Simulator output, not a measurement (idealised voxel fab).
Name of the process module below: voxel double patterning
We display cut, a cross-section 245 nm in width whose square cells are each 5 nm.
If you're reading a cross-section in this doc, picture square cells in a grid; it comes to you as bands, top ones listed first down to the bottom, and a band can be one or more rows of cells.
Read a band's entry like this: the first values are the height of its top and the height of its bottom in nm, and what follows is the sequence of materials from left to right, each with its width in nm. Note that "empty" is empty space, and that a single material marked "full width" reaches across the band from edge to edge.
For the purposes of this specification, 0 denotes the height below which the wafer in its as-received condition is composed wholly of one material, and the lowermost band, lacking a lower limit, extends downward without end, as expressed in "0 nm and below".
Quick explanation for "30->40": the width changes in equal steps down the rows of cells, from the first number in the band's top row to the second number in its bottom row.
It should be understood that the words "nothing was modified", when stated for a given step, signify that the cross-section underwent no change in any of its cells during that step.
Under "Trapped cavities" you'll find the enclosed gaps, the ones with no way out to the top, that are 8 cells or bigger; each reads width x height at distance, with distance counted from the left edge, everything in nm.
It should be noted that, on the line of a given step, the content following the step's settings is a remark produced by the simulator itself with respect to that step.
Steps that use a mask can have "overlay nm" on their line. It says how far the mask sat to the right of where it was meant to be. Negative means to the left.

-- This section lists the process steps that were planned
1,op RECEIVE | material Si
2,op CONFORMAL_DEP | material SiO2 | thk nm 10
3,op DIRECTIONAL_DEP | material W | thk nm 20
4,op DIRECTIONAL_DEP | material SiCN | thk nm 10
5,op MASKED_ETCH | tone open | mask id FIRST | width nm 15 | pitch nm 50 | etch materials SiCN | depth nm 10 | overlay nm 0
6,op MASKED_ETCH | tone open | mask id SECOND | width nm 15 | etch materials SiCN | depth nm 10 | overlay nm 0
7,op DIRECTIONAL_ETCH | etch materials W | depth nm 20
8,op STRIP | etch materials SiCN

-- Here's what the wafer looked like in cross-section when it arrived - that's after step 1
* 0 nm and below = Si full width
* Trapped cavities: none

-- Cross-sectional view of the first of the two wafers upon completion of the module, processed in accordance with the plan
* 30 nm to 10 nm = W: 90 / empty: 15 / W: 10 / empty: 15 / W: 10 / empty: 15 / W: 90
* 10 nm to 0 nm = SiO2 full width
* 0 nm and below = Si full width
* Trapped cavities: none

-- So this is wafer number two of the two, cut at the end of the module - it started where the first did and had the same plan, we just got one thing wrong running it
* 30 nm to 10 nm = empty: 90 / W: 15 / empty: 35 / W: 15 / empty: 90
* 10 nm to 0 nm = SiO2 full width
* 0 nm and below = Si full width
* Trapped cavities: none
What broke from the plan during processing? step 5: run off-plan, actual operation and settings op MASKED_ETCH | tone cover | mask id FIRST | width nm 15 | pitch nm 50 | etch materials SiCN | depth nm 10 | overlay nm 0
It is noted that, at the conclusion of processing, the second wafer exhibits a higher or lower cell count for certain materials relative to the first: 136 fewer of W
